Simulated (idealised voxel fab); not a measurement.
Title: Process Module voxel gate over fins
Shown is cross-section cut, with a width of 280 nm and square cells of size 5 nm.
Bands, listed from the top down, are how a cross-section gets written in this document; the cross-section itself is a grid of square cells, and a band is one or more rows of them. First you get the band's top height and its bottom height, in nm, and then the materials it's made of, left to right, with each width in nm. If you see a single material with "full width", that one covers the band edge to edge. "blank" is empty space. The level at which height equals 0 is the one under which the wafer, as it arrives, is entirely one material. No lower edge exists for the bottom band, which continues downward and is notated as in "from 0 down". The notation "30..40" denotes a width that varies across the rows of cells in the band, beginning at the first number in the top row, finishing at the second number in the bottom row, and changing by an identical amount from each row to the next. When a step is marked "remains unaltered", none of the cells in the cross-section changed during that step. Empty spaces without an open route to the top, at least 8 cells in extent, make up the entry "Enclosed voids"; each is given as width x height at distance, where the distance is measured from the left edge, and all are in nm. Heads up: the bit after the settings on a step's line is the simulator's remark on that step. overlay nm: where the mask lay relative to plan, measured to the right, on steps with a mask; negatives go left.

These are the steps we planned for the process
1) RECEIVE: material Si
2) CONFORMAL_DEP: material SiN, thk nm 10
3) MASKED_ETCH: tone cover, mask id FINS, width nm 15, pitch nm 45, etch materials SiN, depth nm 10, overlay nm 0
4) MASKED_ETCH: tone cover, mask id FINS, width nm 15, pitch nm 45, etch materials Si, depth nm 30, overlay nm 0
5) OXIDIZE: depth nm 5
6) FILL_DEP: material SiO2, thk nm 5
7) CMP: height nm 10
8) SELECTIVE_ETCH: etch materials SiO2, depth nm 20
9) STRIP: etch materials SiN
10) CONFORMAL_DEP: material HfO2, thk nm 5
11) CONFORMAL_DEP: material TiN, thk nm 5
12) CONFORMAL_DEP: material TiAl, thk nm 5
13) CONFORMAL_DEP: material TiN, thk nm 5
14) FILL_DEP: material W, thk nm 15
15) CMP: height nm 30
16) CONFORMAL_DEP: material SiN, thk nm 10

Incoming wafer in cross-section (state: after step 1)
	from 0 down: Si full width
	Enclosed voids: none

Here's the wafer cut in cross-section after the module, started and planned just like above, except one thing was done wrong in the run
	from 40 to 30: SiN full width
	from 30 to 20: W full width
	from 20 to 15: TiN full width
	from 15 to 10: TiAl full width
	from 10 to 5: TiN 115 nm / TiAl 5 nm / TiN 40 nm / TiAl 5 nm / TiN 115 nm
	from 5 to 0: HfO2 110 nm / TiN 15 nm / HfO2 30 nm / TiN 15 nm / HfO2 110 nm
	from 0 to -5: Si 105 nm / HfO2 25 nm / Si 20 nm / HfO2 25 nm / Si 105 nm
	from -5 down: Si full width
	Enclosed voids: none
Diagnosis: step 3 was processed under conditions differing from the plan, specifically as MASKED_ETCH: tone open, mask id FINS, width nm 15, pitch nm 45, etch materials SiN, depth nm 10, overlay nm 0
